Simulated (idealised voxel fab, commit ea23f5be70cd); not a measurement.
voxel spacer lines: a process module
We display cut, a cross-section 225 nm in width whose square cells are each 5 nm.
Format of a cross-section: grid, square cells. Given as bands. Order: top down. Band: one or more rows of cells.
Quick guide to a band line: top height, bottom height (nm) up front; then every material left to right with its width in nm. Only one material and it's marked "edge to edge"? Then it fills the band edge to edge. And "blank" just means empty space.
Heights are measured from 0, the level below which the as-received wafer is all one material; the lowest band has no bottom and continues downward, written as in "0 and below".
Width: "30 to 40" (first number = top row, second number = bottom row, same change from row to row of cells).
What does "nothing altered" mean for a step? It means no cell of the cross-section changed in that step.
Basically, "Closed empty spaces" tells you about the enclosed voids: empty spaces with no open way to the top, 8 cells or bigger, each written width x height at distance, where distance is from the left edge, all in nm.
Read whatever lies past the settings on a step's line as the simulator's own remark about the step.
The setting "overlay nm" may be written on the line of a step. When the step uses a mask, the value reports how far to the right of the planned place the mask lay, and a negative value reports that it lay to the left.
Before/after cross-section pairs, one process step each; after shown to lowest changed band; step and settings beneath. Pairs may be from different runs of this module on the same starting wafer; a pair continues from the one above only where its "Geometry before processing" entry says so.

-- Geometry before processing
	85 down to 45 = resist=30 | blank=25 | resist=45 | blank=25 | resist=45 | blank=25 | resist=30
	45 down to 15 = aC edge to edge
	15 down to 5 = W edge to edge
	5 down to 0 = Al2O3 edge to edge
	0 and below = Si edge to edge
	Closed empty spaces: none

-- Post-Step Snapshot
	55 down to 45 = resist=30 | blank=25 | resist=45 | blank=25 | resist=45 | blank=25 | resist=30
	45 down to 15 = aC=30 | blank=25 | aC=45 | blank=25 | aC=45 | blank=25 | aC=30
	Note: structure below 15 unchanged.
	Closed empty spaces: none
Step, pre vs post cross-sections above: op DIRECTIONAL_ETCH | etch materials aC | depth nm 30

Geometry before processing: after-step cross-section of the pair just above applies.

-- Post-Step Snapshot
	45 down to 15 = aC=30 | blank=25 | aC=45 | blank=25 | aC=45 | blank=25 | aC=30
	Note: structure below 15 unchanged.
	Closed empty spaces: none
Step, pre vs post cross-sections above: op STRIP | etch materials resist

Geometry before processing: after-step cross-section of the pair just above applies.

-- Post-Step Snapshot
	55 down to 45 = SiO2=40 | blank=5 | SiO2=65 | blank=5 | SiO2=65 | blank=5 | SiO2=40
	45 down to 25 = aC=30 | SiO2=10 | blank=5 | SiO2=10 | aC=45 | SiO2=10 | blank=5 | SiO2=10 | aC=45 | SiO2=10 | blank=5 | SiO2=10 | aC=30
	25 down to 15 = aC=30 | SiO2=25 | aC=45 | SiO2=25 | aC=45 | SiO2=25 | aC=30
	Note: structure below 15 unchanged.
	Closed empty spaces: none
Step, pre vs post cross-sections above: op CONFORMAL_DEP | material SiO2 | thk nm 10

Geometry before processing: after-step cross-section of the pair just above applies.

-- Post-Step Snapshot
	45 down to 15 = aC=30 | SiO2=10 | blank=5 | SiO2=10 | aC=45 | SiO2=10 | blank=5 | SiO2=10 | aC=45 | SiO2=10 | blank=5 | SiO2=10 | aC=30
	Note: structure below 15 unchanged.
	Closed empty spaces: none
Step, pre vs post cross-sections above: op DIRECTIONAL_ETCH | etch materials SiO2 | depth nm 10

Geometry before processing: after-step cross-section of the pair just above applies.

-- Post-Step Snapshot
	45 down to 15 = blank=30 | SiO2=10 | blank=5 | SiO2=10 | blank=45 | SiO2=10 | blank=5 | SiO2=10 | blank=45 | SiO2=10 | blank=5 | SiO2=10 | blank=30
	Note: structure below 15 unchanged.
	Closed empty spaces: none
Step, pre vs post cross-sections above: op STRIP | etch materials aC

Geometry before processing: after-step cross-section of the pair just above applies.

-- Post-Step Snapshot
	45 down to 15 = blank=30 | SiO2=10 | blank=5 | SiO2=10 | blank=45 | SiO2=10 | blank=5 | SiO2=10 | blank=45 | SiO2=10 | blank=5 | SiO2=10 | blank=30
	15 down to 5 = blank=30 | W=10 | blank=5 | W=10 | blank=45 | W=10 | blank=5 | W=10 | blank=45 | W=10 | blank=5 | W=10 | blank=30
	Note: structure below 5 unchanged.
	Closed empty spaces: none
Step, pre vs post cross-sections above: op DIRECTIONAL_ETCH | etch materials W | depth nm 10

Geometry before processing: after-step cross-section of the pair just above applies.

-- Post-Step Snapshot
	15 down to 5 = blank=30 | W=10 | blank=5 | W=10 | blank=45 | W=10 | blank=5 | W=10 | blank=45 | W=10 | blank=5 | W=10 | blank=30
	Note: structure below 5 unchanged.
	Closed empty spaces: none
Step, pre vs post cross-sections above: op STRIP | etch materials SiO2

Geometry before processing: after-step cross-section of the pair just above applies.

-- Post-Step Snapshot
	20 down to 15 = SiO2 edge to edge
	15 down to 5 = SiO2=30 | W=10 | SiO2=5 | W=10 | SiO2=45 | W=10 | SiO2=5 | W=10 | SiO2=45 | W=10 | SiO2=5 | W=10 | SiO2=30
	Note: structure below 5 unchanged.
	Closed empty spaces: none
Step, pre vs post cross-sections above: op FILL_DEP | material SiO2 | thk nm 5

Geometry before processing: after-step cross-section of the pair just above applies.

-- Post-Step Snapshot
	15 down to 5 = SiO2=30 | W=10 | SiO2=5 | W=10 | SiO2=45 | W=10 | SiO2=5 | W=10 | SiO2=45 | W=10 | SiO2=5 | W=10 | SiO2=30
	Note: structure below 5 unchanged.
	Closed empty spaces: none
Step, pre vs post cross-sections above: op CMP | height nm 15
